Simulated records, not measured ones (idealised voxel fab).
You're looking at the process module voxel transistor to metal.
Shown is cross-section cut, with a width of 180 nm and square cells of size 5 nm.
Cross-sections here: square-cell grids, written as top-down lists of bands, a band being one or more rows of cells.
This entry defines a band. It first specifies the height of the band's top and the height of its bottom in nm, and then specifies the band's materials from left to right, stating each material with its width in nm. The word "throughout" identifies a single material that fills the band from edge to edge, while the word "air" identifies empty space.
Heights are expressed relative to 0, this being the level below which the as-received wafer comprises one material exclusively. The lowest band is unbounded in the downward direction and is denoted as in "top 0, no bottom".
Top row gets the first number, bottom row gets the second, and each row in between changes by the same step: that is how a band width like "30 to 40" works.
Basically "nothing different" means that step didn't change any cell in the cross-section.
"Catalogued sealed voids": empty spaces of 8 cells or more with no open way to the top, each given as width x height at distance, distance from the left edge, all in nm.
On a step's line, text after the settings is the simulator commenting on that step.
overlay nm: how far to the right of its planned place the mask lay on this masked step (negative: to the left).

[Steps in the process plan]
1) RECEIVE,material Si
2) OXIDIZE,depth nm 5
3) CONFORMAL_DEP,material SiN,thk nm 10
4) MASKED_ETCH,tone cover,mask id ACTIVE,width nm 125,etch materials SiN,depth nm 10,overlay nm 0
5) MASKED_ETCH,tone cover,mask id ACTIVE,width nm 125,etch materials SiO2,depth nm 5,overlay nm 0
6) MASKED_ETCH,tone cover,mask id ACTIVE,width nm 125,etch materials Si,depth nm 20,overlay nm 0
7) OXIDIZE,depth nm 5
8) FILL_DEP,material SiO2,thk nm 15
9) CMP,height nm 10
10) SELECTIVE_ETCH,etch materials SiO2,depth nm 5
11) STRIP,etch materials SiN
12) SELECTIVE_ETCH,etch materials SiO2,depth nm 5
13) OXIDIZE,depth nm 5
14) DIRECTIONAL_DEP,material polySi,thk nm 25
15) DIRECTIONAL_DEP,material SiCN,thk nm 10
16) MASKED_ETCH,tone cover,mask id GATE,width nm 35,etch materials SiCN,depth nm 20,overlay nm 0
17) MASKED_ETCH,tone cover,mask id GATE,width nm 35,etch materials polySi,depth nm 35,overlay nm 0
18) CONFORMAL_DEP,material SiO2,thk nm 5
19) DIRECTIONAL_ETCH,etch materials SiO2,depth nm 5
20) CONFORMAL_DEP,material SiN,thk nm 5
21) DIRECTIONAL_ETCH,etch materials SiN,depth nm 5
22) DIRECTIONAL_ETCH,etch materials SiO2,depth nm 5
23) DIRECTIONAL_ETCH,etch materials Si,depth nm 10
24) EPI,material SiGe,thk nm 15
25) FILL_DEP,material SiO2,thk nm 10
26) CMP,height nm 20
27) STRIP,etch materials polySi
28) SELECTIVE_ETCH,etch materials SiO2,depth nm 5
29) CONFORMAL_DEP,material HfO2,thk nm 5
30) CONFORMAL_DEP,material TiN,thk nm 5
31) FILL_DEP,material W,thk nm 10
32) CMP,height nm 15
33) DIRECTIONAL_DEP,material SiO2,thk nm 15
34) MASKED_ETCH,tone open,mask id CONTACT,width nm 20,pitch nm 85,etch materials SiO2,depth nm 35,overlay nm 0
35) CONFORMAL_DEP,material TiN,thk nm 5
36) FILL_DEP,material Ru,thk nm 5
37) CMP,height nm 30
38) CONFORMAL_DEP,material SiN,thk nm 5
39) DIRECTIONAL_DEP,material lowk,thk nm 15
40) DIRECTIONAL_DEP,material aC,thk nm 15
41) PATTERN,tone open,mask id METAL_1,material resist,width nm 20,pitch nm 85,thk nm 35,overlay nm 0
42) DIRECTIONAL_ETCH,etch materials aC,depth nm 15
43) STRIP,etch materials resist
44) DIRECTIONAL_ETCH,etch materials lowk,depth nm 15
45) DIRECTIONAL_ETCH,etch materials SiN,depth nm 5
46) STRIP,etch materials aC
47) CONFORMAL_DEP,material TiN,thk nm 5
48) FILL_DEP,material Ru,thk nm 5
49) CMP,height nm 50
50) CONFORMAL_DEP,material SiCN,thk nm 5

[As-received state of the wafer in cross-section, equivalent to post-step 1]
* top 0, no bottom | Si throughout
* Catalogued sealed voids: none

[Final cross-section, module run with one mistake (start and plan as above)]
* top 55, bottom 50 | SiCN throughout
* top 50, bottom 35 | 35 of lowk, then 5 of TiN, then 10 of Ru, then 5 of TiN, then 65 of lowk, then 5 of TiN, then 10 of Ru, then 5 of TiN, then 40 of lowk
* top 35, bottom 30 | 35 of SiN, then 20 of TiN, then 65 of SiN, then 20 of TiN, then 40 of SiN
* top 30, bottom 20 | 35 of SiO2, then 5 of TiN, then 10 of Ru, then 5 of TiN, then 65 of SiO2, then 5 of TiN, then 10 of Ru, then 5 of TiN, then 40 of SiO2
* top 20, bottom 15 | 35 of SiO2, then 20 of TiN, then 65 of SiO2, then 20 of TiN, then 40 of SiO2
* top 15, bottom 10 | 30 of SiO2, then 30 of SiGe, then 5 of SiN, then 5 of HfO2, then 5 of TiN, then 25 of W, then 5 of TiN, then 5 of HfO2, then 5 of SiN, then 30 of SiGe, then 35 of SiO2
* top 10, bottom 0 | 20 of SiO2, then 40 of SiGe, then 5 of SiN, then 5 of HfO2, then 5 of TiN, then 25 of W, then 5 of TiN, then 5 of HfO2, then 5 of SiN, then 40 of SiGe, then 25 of SiO2
* top 0, bottom -5 | 20 of SiO2, then 5 of SiGe, then 5 of SiN, then 30 of SiGe, then 5 of SiN, then 5 of HfO2, then 35 of TiN, then 5 of HfO2, then 5 of SiN, then 30 of SiGe, then 5 of SiN, then 5 of SiGe, then 25 of SiO2
* top -5, bottom -10 | 30 of SiO2, then 30 of SiGe, then 5 of SiO2, then 45 of HfO2, then 5 of SiO2, then 30 of SiGe, then 35 of SiO2
* top -10, bottom -20 | 30 of SiO2, then 30 of SiGe, then 55 of Si, then 30 of SiGe, then 35 of SiO2
* top -20, bottom -30 | 30 of SiO2, then 115 of Si, then 35 of SiO2
* top -30, no bottom | Si throughout
* Catalogued sealed voids: none
Plan not followed: step 24 of the plan was twice carried out
